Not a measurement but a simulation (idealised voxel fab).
process module | voxel tone inversion
cross-section cut | 140 nm wide | cells 5 nm
A cross-section is a grid of square cells, given in bands from the top down. A band is one or more rows of cells.
Each band's line starts with the height of the band's top and of its bottom, in nm. Then come its materials from left to right, each with its width in nm. One material with "throughout" fills the band from edge to edge. "air" is empty space.
Height 0 is the level under which the wafer as received is all one material. The lowest band goes on downwards, as in "0 down".
A width such as "30 to 40" changes by the same amount from each row of cells to the next, from the band's top row to its bottom row.
"no change" after a step means that no cell of the cross-section changed.
closed voids: empty space of 8 cells or more with no open way to the top, each as width x height at its distance from the left edge, in nm
after a step's settings: what the simulator itself notes on the step
overlay nm, on a step with a mask: how far to the right of its planned place the mask lay; to the left if negative
plan
1 op RECEIVE | material Si
2 op CONFORMAL_DEP | material SiCN | thk nm 10
3 op DIRECTIONAL_DEP | material polySi | thk nm 15
4 op PATTERN | tone cover | mask id POSTS | material resist | width nm 20 | pitch nm 50 | thk nm 25 | overlay nm 0
5 op DIRECTIONAL_ETCH | etch materials polySi | depth nm 15
6 op STRIP | etch materials resist
7 op FILL_DEP | material SiO2 | thk nm 5
8 op CMP | height nm 25
9 op STRIP | etch materials polySi
first wafer, as planned
as received, after step 1
  0 down: Si throughout
  closed voids: none
after step 2
  10 to 0: SiCN throughout
  below 0: unchanged
after step 3
  25 to 10: polySi throughout
  below 10: unchanged
after step 4
  50 to 25: air 35 | resist 20 | air 30 | resist 20 | air 35
  below 25: unchanged
after step 5
  50 to 25: air 35 | resist 20 | air 30 | resist 20 | air 35
  25 to 10: air 35 | polySi 20 | air 30 | polySi 20 | air 35
  below 10: unchanged
after step 6
  25 to 10: air 35 | polySi 20 | air 30 | polySi 20 | air 35
  below 10: unchanged
after step 7
  30 to 25: SiO2 throughout
  25 to 10: SiO2 35 | polySi 20 | SiO2 30 | polySi 20 | SiO2 35
  below 10: unchanged
after step 8
  25 to 10: SiO2 35 | polySi 20 | SiO2 30 | polySi 20 | SiO2 35
  below 10: unchanged
after step 9
  25 to 10: SiO2 35 | air 20 | SiO2 30 | air 20 | SiO2 35
  below 10: unchanged
second wafer: like start, like plan, one mistake. Through step 3 it matches the first wafer
when step 4 should have ended
  50 to 25: air 25 | resist 20 | air 30 | resist 20 | air 45
  below 25: unchanged
when step 5 should have ended
  50 to 25: air 25 | resist 20 | air 30 | resist 20 | air 45
  25 to 10: air 25 | polySi 20 | air 30 | polySi 20 | air 45
  below 10: unchanged
when step 6 should have ended
  25 to 10: air 25 | polySi 20 | air 30 | polySi 20 | air 45
  below 10: unchanged
when step 7 should have ended
  30 to 25: SiO2 throughout
  25 to 10: SiO2 25 | polySi 20 | SiO2 30 | polySi 20 | SiO2 45
  below 10: unchanged
when step 8 should have ended
  25 to 10: SiO2 25 | polySi 20 | SiO2 30 | polySi 20 | SiO2 45
  below 10: unchanged
when step 9 should have ended
  25 to 10: SiO2 25 | air 20 | SiO2 30 | air 20 | SiO2 45
  below 10: unchanged
what went wrong: step 4 ran as: op PATTERN | tone cover | mask id POSTS | material resist | width nm 20 | pitch nm 50 | thk nm 25 | overlay nm -10
at the end the second wafer has, in cells: as many of each material as the first, in other places
